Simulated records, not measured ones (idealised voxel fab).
Proc. module: voxel capacitor over wiring
Cross-section cut spans 280 nm and uses square cells 5 nm in size.
Cross-section = grid of square cells, listed top down in bands; band = one or more rows. Band: top height; bottom height; in nm. Then, left to right: material with width in nm, for each material. "edge to edge": a single material spanning edge to edge. "blank": empty space. Below 0: as-received wafer, all one material; heights counted from there. Lowest band: no bottom, goes on down, written "0 and below". The notation "30..40" denotes a width that varies across the rows of cells in the band, beginning at the first number in the top row, finishing at the second number in the bottom row, and changing by an identical amount from each row to the next. Any step labelled "no change occurred" changed none of the cells in the cross-section. Any empty space of 8 cells or more lacking an open way to the top shows up in "Sealed void inventory" as width x height at distance, distance from the left edge, in nm. That trailing text on a step's line, after the settings, is the simulator's own remark on the step. overlay nm: how far to the right of its planned place the mask lay on this masked step (negative: to the left).
The following list gives the planned process steps
step 1: RECEIVE, material Si
step 2: CONFORMAL_DEP, material SiO2, thk nm 15
step 3: CONFORMAL_DEP, material SiCN, thk nm 5
step 4: DIRECTIONAL_DEP, material lowk, thk nm 25
step 5: PATTERN, tone open, mask id METAL_1, material resist, width nm 20, pitch nm 90, thk nm 15, overlay nm 0
step 6: DIRECTIONAL_ETCH, etch materials lowk, depth nm 25
step 7: DIRECTIONAL_ETCH, etch materials SiCN, depth nm 5
step 8: STRIP, etch materials resist
step 9: CONFORMAL_DEP, material TiN, thk nm 5
step 10: FILL_DEP, material W, thk nm 5
step 11: CMP, height nm 45
step 12: EPI, material Ru, thk nm 5
step 13: FILL_DEP, material SiCN, thk nm 5
step 14: DIRECTIONAL_DEP, material SiO2, thk nm 20
step 15: MASKED_ETCH, tone open, mask id PLUG_1, width nm 15, etch materials SiO2, depth nm 20, overlay nm 0
step 16: MASKED_ETCH, tone open, mask id PLUG_1, width nm 15, etch materials SiCN, depth nm 5, overlay nm 0
step 17: CONFORMAL_DEP, material TiN, thk nm 5
step 18: FILL_DEP, material W, thk nm 10
step 19: CMP, height nm 75
step 20: DIRECTIONAL_DEP, material TiN, thk nm 5
step 21: DIRECTIONAL_DEP, material SiN, thk nm 5
step 22: DIRECTIONAL_DEP, material TiN, thk nm 5
step 23: MASKED_ETCH, tone cover, mask id UPPER_PLATE, width nm 75, etch materials TiN, depth nm 5, overlay nm 0
step 24: MASKED_ETCH, tone cover, mask id UPPER_PLATE, width nm 75, etch materials SiN, depth nm 5, overlay nm 0
step 25: MASKED_ETCH, tone cover, mask id LOWER_PLATE, width nm 85, etch materials TiN, depth nm 5, overlay nm 0
step 26: FILL_DEP, material SiO2, thk nm 20
step 27: CMP, height nm 105
step 28: PATTERN, tone open, mask id PLUG_2, material resist, width nm 15, thk nm 15, overlay nm 0
step 29: DIRECTIONAL_ETCH, etch materials SiO2, depth nm 15
step 30: STRIP, etch materials resist
step 31: CONFORMAL_DEP, material TiN, thk nm 5
step 32: FILL_DEP, material W, thk nm 10
step 33: CMP, height nm 105
step 34: CONFORMAL_DEP, material SiN, thk nm 5
Cross-section of the wafer upon arrival, representing the state reached after step 1
  0 and below = Si edge to edge
  Sealed void inventory: none
Starting wafer: above. Plan: above. Run: one mistake. Cross-section after the module: below
  110 down to 105 = SiN edge to edge
  105 down to 95 = SiO2 (100), then TiN (5), then W (5), then TiN (5), then SiO2 (165)
  95 down to 85 = SiO2 (100..90), then TiN (15..75), then SiO2 (165..115)
  85 down to 80 = SiO2 (90), then SiN (75), then SiO2 (115)
  80 down to 75 = SiO2 (85), then TiN (85), then SiO2 (110)
  75 down to 70 = W (75), then TiN (20), then W (5), then TiN (15), then W (50), then TiN (40), then W (75)
  70 down to 65 = TiN (80), then SiO2 (10), then TiN (5), then W (5), then TiN (5), then SiO2 (5), then TiN (60), then SiO2 (30), then TiN (80)
  65 down to 55 = SiO2 (90), then TiN (5), then W (5), then TiN (5), then SiO2 (175)
  55 down to 50 = SiO2 (90), then TiN (15), then SiO2 (175)
  50 down to 45 = SiO2 (80), then Ru (30), then SiO2 (60), then Ru (30), then SiO2 (80)
  45 down to 20 = lowk (85), then TiN (5), then W (10), then TiN (5), then lowk (70), then TiN (5), then W (10), then TiN (5), then lowk (85)
  20 down to 15 = SiCN (85), then TiN (20), then SiCN (70), then TiN (20), then SiCN (85)
  15 down to 0 = SiO2 edge to edge
  0 and below = Si edge to edge
  Sealed void inventory: none
It is concluded that the wafer was processed incorrectly with respect to the plan, in that plan step 13 skipped
